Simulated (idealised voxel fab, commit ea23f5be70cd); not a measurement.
process module | voxel tone inversion
Pictured: cross-section cut, 160 nm wide, on a grid of 5 nm square cells.
This document writes a cross-section as a grid whose cells are square, and gives it as bands, listed from the top down; one or more rows of cells form a band.
Each band's line starts with the height of the band's top and of its bottom, in nm. Then come its materials from left to right, each with its width in nm. One material with "throughout" fills the band from edge to edge. "empty" is empty space.
Ref level 0: as-received wafer is one material below here. Bottom band extends down with no lower bound ("from 0 down").
Width spec "30->40" -> top row of cells at first value, bottom row at second value, equal per-row change in between.
Given "identical to before" for a step, no cell of the cross-section differs between before and after that step.
The entry titled "Closed void inventory" provides the empty spaces that have no open way to the top, restricted to those of 8 cells or more. Each is presented as width x height at distance, the distance being measured from the left edge, with all three in nm.
That trailing text on a step's line, after the settings, is the simulator's own remark on the step.
For masked steps, "overlay nm" on the step line gives how far right of plan the mask actually lay; a minus sign means it lay to the left.
-- Intended process steps
1: RECEIVE with material Si
2: CONFORMAL_DEP with material SiCN, thk nm 5
3: DIRECTIONAL_DEP with material polySi, thk nm 25
4: PATTERN with tone cover, mask id POSTS, material resist, width nm 25, pitch nm 50, thk nm 35, overlay nm 0
5: DIRECTIONAL_ETCH with etch materials polySi, depth nm 25
6: STRIP with etch materials resist
7: FILL_DEP with material SiO2, thk nm 10
8: CMP with height nm 30
9: STRIP with etch materials polySi
-- First wafer of two (run as planned)
-- Step 1 complete: cross-section of the wafer as received
  from 0 down  Si throughout
  Closed void inventory: none
-- Cross-section through the wafer, step 2 finished
  from 5 to 0  SiCN throughout
  Below 0, no change.
-- Cross-section through the wafer, step 3 finished
  from 30 to 5  polySi throughout
  Below 5, no change.
-- Cross-section through the wafer, step 4 finished
  from 65 to 30  empty 40; resist 25; empty 25; resist 25; empty 45
  Below 30, no change.
-- Cross-section through the wafer, step 5 finished
  from 65 to 30  empty 40; resist 25; empty 25; resist 25; empty 45
  from 30 to 5  empty 40; polySi 25; empty 25; polySi 25; empty 45
  Below 5, no change.
-- Cross-section through the wafer, step 6 finished
  from 30 to 5  empty 40; polySi 25; empty 25; polySi 25; empty 45
  Below 5, no change.
-- Cross-section through the wafer, step 7 finished
  from 40 to 30  SiO2 throughout
  from 30 to 5  SiO2 40; polySi 25; SiO2 25; polySi 25; SiO2 45
  Below 5, no change.
-- Cross-section through the wafer, step 8 finished
  from 30 to 5  SiO2 40; polySi 25; SiO2 25; polySi 25; SiO2 45
  Below 5, no change.
-- Cross-section through the wafer, step 9 finished
  from 30 to 5  SiO2 40; empty 25; SiO2 25; empty 25; SiO2 45
  Below 5, no change.
-- Companion wafer, the second of two: same beginning, same intended sequence, one mistake in carrying it out; through step 3 inclusive it tracks the first exactly
-- Cross-section of the second wafer corresponding to the planned conclusion of step 4
  from 65 to 30  resist 40; empty 25; resist 25; empty 25; resist 45
  Below 30, no change.
-- Cross-section of the second wafer corresponding to the planned conclusion of step 5
  from 65 to 30  resist 40; empty 25; resist 25; empty 25; resist 45
  from 30 to 5  polySi 40; empty 25; polySi 25; empty 25; polySi 45
  Below 5, no change.
-- Cross-section of the second wafer corresponding to the planned conclusion of step 6
  from 30 to 5  polySi 40; empty 25; polySi 25; empty 25; polySi 45
  Below 5, no change.
-- Cross-section of the second wafer corresponding to the planned conclusion of step 7
  from 40 to 30  SiO2 throughout
  from 30 to 5  polySi 40; SiO2 25; polySi 25; SiO2 25; polySi 45
  Below 5, no change.
-- Cross-section of the second wafer corresponding to the planned conclusion of step 8
  from 30 to 5  polySi 40; SiO2 25; polySi 25; SiO2 25; polySi 45
  Below 5, no change.
-- Cross-section of the second wafer corresponding to the planned conclusion of step 9
  from 30 to 5  empty 40; SiO2 25; empty 25; SiO2 25; empty 45
  Below 5, no change.
Heads up, the wafer didn't run the way we planned it: step 4 ran as: PATTERN with tone open, mask id POSTS, material resist, width nm 25, pitch nm 50, thk nm 35, overlay nm 0
at the end the second wafer has, in cells: SiO2 -60
